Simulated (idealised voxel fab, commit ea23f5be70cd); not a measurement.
Name of the process module below: voxel tone inversion
The cross-section shown here is cut; it is 200 nm wide and divided into square cells measuring 5 nm on a side.
For the purposes of this document, a cross-section shall be understood as a grid of square cells, specified as bands listed in top-to-bottom order, each band consisting of one or more rows of cells.
Each band's line starts with the height of the band's top and of its bottom, in nm. Then come its materials from left to right, each with its width in nm. One material with "all across" fills the band from edge to edge. "blank" is empty space.
Beneath 0, the wafer as received is one material, and that level is where height counting begins. The lowest band goes on downward without a bottom; it is written like "z 0 and below".
With a width like "30 to 40", each row of cells in the band differs from the next by the same amount, the top row carrying the first number and the bottom row the second.
"remained unchanged" means the step left every cell of the cross-section as it was.
The entry titled "Closed internal cavities" provides the empty spaces that have no open way to the top, restricted to those of 8 cells or more. Each is presented as width x height at distance, the distance being measured from the left edge, with all three in nm.
Step line, after settings: the simulator's comment on this step.
Each step line may optionally specify "overlay nm", which for a step with a mask gives the rightward distance between the mask's planned place and where it lay, a negative value indicating the leftward direction.

-- Steps planned for the process
1. RECEIVE with material Si
2. CONFORMAL_DEP with material SiCN, thk nm 5
3. DIRECTIONAL_DEP with material aC, thk nm 25
4. PATTERN with tone cover, mask id POSTS, material resist, width nm 20, pitch nm 35, thk nm 35, overlay nm 0
5. DIRECTIONAL_ETCH with etch materials aC, depth nm 25
6. STRIP with etch materials resist
7. FILL_DEP with material SiO2, thk nm 10
8. CMP with height nm 30
9. STRIP with etch materials aC
10. CONFORMAL_DEP with material TiN, thk nm 5
11. FILL_DEP with material Cu, thk nm 10
12. CMP with height nm 30
13. CONFORMAL_DEP with material SiCN, thk nm 5

-- The first of the two wafers, which ran as planned

-- Cross-section of the wafer upon arrival, representing the state reached after step 1
> z 0 and below: Si all across
> Closed internal cavities: none

-- Cross-section of the wafer after step 2
> z 5 to 0: SiCN all across
> No changes below 0.

-- Cross-section of the wafer after step 3
> z 30 to 5: aC all across
> No changes below 5.

-- Cross-section of the wafer after step 4
> z 65 to 30: blank (70); resist (20); blank (15); resist (20); blank (75)
> No changes below 30.

-- Cross-section of the wafer after step 5
> z 40 to 30: blank (70); resist (20); blank (15); resist (20); blank (75)
> z 30 to 5: blank (70); aC (20); blank (15); aC (20); blank (75)
> No changes below 5.

-- Cross-section of the wafer after step 6
> z 30 to 5: blank (70); aC (20); blank (15); aC (20); blank (75)
> No changes below 5.

-- Cross-section of the wafer after step 7
> z 40 to 30: SiO2 all across
> z 30 to 5: SiO2 (70); aC (20); SiO2 (15); aC (20); SiO2 (75)
> No changes below 5.

-- Cross-section of the wafer after step 8
> z 30 to 5: SiO2 (70); aC (20); SiO2 (15); aC (20); SiO2 (75)
> No changes below 5.

-- Cross-section of the wafer after step 9
> z 30 to 5: SiO2 (70); blank (20); SiO2 (15); blank (20); SiO2 (75)
> No changes below 5.

-- Cross-section of the wafer after step 10
> z 35 to 30: TiN (75); blank (10); TiN (25); blank (10); TiN (80)
> z 30 to 10: SiO2 (70); TiN (5); blank (10); TiN (5); SiO2 (15); TiN (5); blank (10); TiN (5); SiO2 (75)
> z 10 to 5: SiO2 (70); TiN (20); SiO2 (15); TiN (20); SiO2 (75)
> No changes below 5.

-- Cross-section of the wafer after step 11
> z 45 to 35: Cu all across
> z 35 to 30: TiN (75); Cu (10); TiN (25); Cu (10); TiN (80)
> z 30 to 10: SiO2 (70); TiN (5); Cu (10); TiN (5); SiO2 (15); TiN (5); Cu (10); TiN (5); SiO2 (75)
> No changes below 10.

-- Cross-section of the wafer after step 12
> z 30 to 10: SiO2 (70); TiN (5); Cu (10); TiN (5); SiO2 (15); TiN (5); Cu (10); TiN (5); SiO2 (75)
> No changes below 10.

-- Cross-section of the wafer after step 13
> z 35 to 30: SiCN all across
> No changes below 30.

-- second wafer: like start, like plan, one mistake. Through step 1 it matches the first wafer

Second wafer shown in cross-section at the time step 2 was slated to end: remained unchanged

-- Second wafer shown in cross-section at the time step 3 was slated to end
> z 25 to 0: aC all across
> No changes below 0.

-- Second wafer shown in cross-section at the time step 4 was slated to end
> z 60 to 25: blank (70); resist (20); blank (15); resist (20); blank (75)
> No changes below 25.

-- Second wafer shown in cross-section at the time step 5 was slated to end
> z 35 to 25: blank (70); resist (20); blank (15); resist (20); blank (75)
> z 25 to 0: blank (70); aC (20); blank (15); aC (20); blank (75)
> No changes below 0.

-- Second wafer shown in cross-section at the time step 6 was slated to end
> z 25 to 0: blank (70); aC (20); blank (15); aC (20); blank (75)
> No changes below 0.

-- Second wafer shown in cross-section at the time step 7 was slated to end
> z 35 to 25: SiO2 all across
> z 25 to 0: SiO2 (70); aC (20); SiO2 (15); aC (20); SiO2 (75)
> No changes below 0.

-- Second wafer shown in cross-section at the time step 8 was slated to end
> z 30 to 25: SiO2 all across
> No changes below 25.

Second wafer shown in cross-section at the time step 9 was slated to end: remained unchanged

-- Second wafer shown in cross-section at the time step 10 was slated to end
> z 35 to 30: TiN all across
> No changes below 30.

-- Second wafer shown in cross-section at the time step 11 was slated to end
> z 45 to 35: Cu all across
> No changes below 35.

-- Second wafer shown in cross-section at the time step 12 was slated to end
> z 30 to 25: SiO2 all across
> No changes below 25.

-- Second wafer shown in cross-section at the time step 13 was slated to end
> z 35 to 30: SiCN all across
> No changes below 30.
What broke from the plan during processing? step 2 was left out
Bottom line after processing is that, in cells, the second wafer is up or down on some materials versus the first: Cu: 16 fewer, SiCN: 40 fewer, SiO2: 40 more, TiN: 24 fewer, aC: 40 more
